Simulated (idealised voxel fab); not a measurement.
The following is a process module called voxel local oxidation.
In the cross-section labelled cut, the width is 295 nm and each square cell is 5 nm.
Format of a cross-section: grid, square cells. Given as bands. Order: top down. Band: one or more rows of cells. In this notation a band is specified by the heights of its top and bottom, in that order and in nm, after which its materials appear from left to right, each paired with its width in nm. The word "everywhere" attached to a single material means that material fills the band from edge to edge; the word "blank" stands for empty space. The level at which height equals 0 is the one under which the wafer, as it arrives, is entirely one material. No lower edge exists for the bottom band, which continues downward and is notated as in "0 nm and below". A width such as "30 to 40" changes by the same amount from each row of cells to the next, from the band's top row to its bottom row. A step reported as "identical to before" is a step in which no cell of the cross-section changed. Reported under the label "Trapped voids" are the empty spaces having no open way to the top and comprising 8 cells or more; the notation for each is width x height at distance, in which the distance is measured from the left edge and all three values are in nm. That trailing text on a step's line, after the settings, is the simulator's own remark on the step. On any step carrying a mask, the "overlay nm" setting, if present on the step's line, tells how far right of its planned place the mask lay; negative values point to the left.
PLANNED PROCESS STEPS
1) RECEIVE | material Si
2) CONFORMAL_DEP | material SiO2 | thk nm 5
3) CONFORMAL_DEP | material SiN | thk nm 15
4) PATTERN | tone cover | mask id ACTIVE | material resist | width nm 125 | thk nm 15 | overlay nm 0
5) DIRECTIONAL_ETCH | etch materials SiN | depth nm 15
6) STRIP | etch materials resist
7) SELECTIVE_ETCH | etch materials SiO2 | depth nm 5
8) OXIDIZE | depth nm 15
9) STRIP | etch materials SiN
CROSS-SECTION OF THE WAFER AT RECEIPT, WHICH IS THE CONDITION AFTER STEP 1
> 0 nm and below = Si everywhere
> Trapped voids: none
MODULE COMPLETE, CROSS-SECTION. STARTING POINT AND PLAN PER ABOVE. ONE MISTAKE MADE IN RUNNING THE MODULE
> 5 nm to 0 nm = 90 blank  115 SiO2  90 blank
> 0 nm to -25 nm = 115 SiO2  65 Si  115 SiO2
> -25 nm and below = Si everywhere
> Trapped voids: none
Plan not followed: step 8 did not happen as planned, as run it was OXIDIZE | depth nm 25
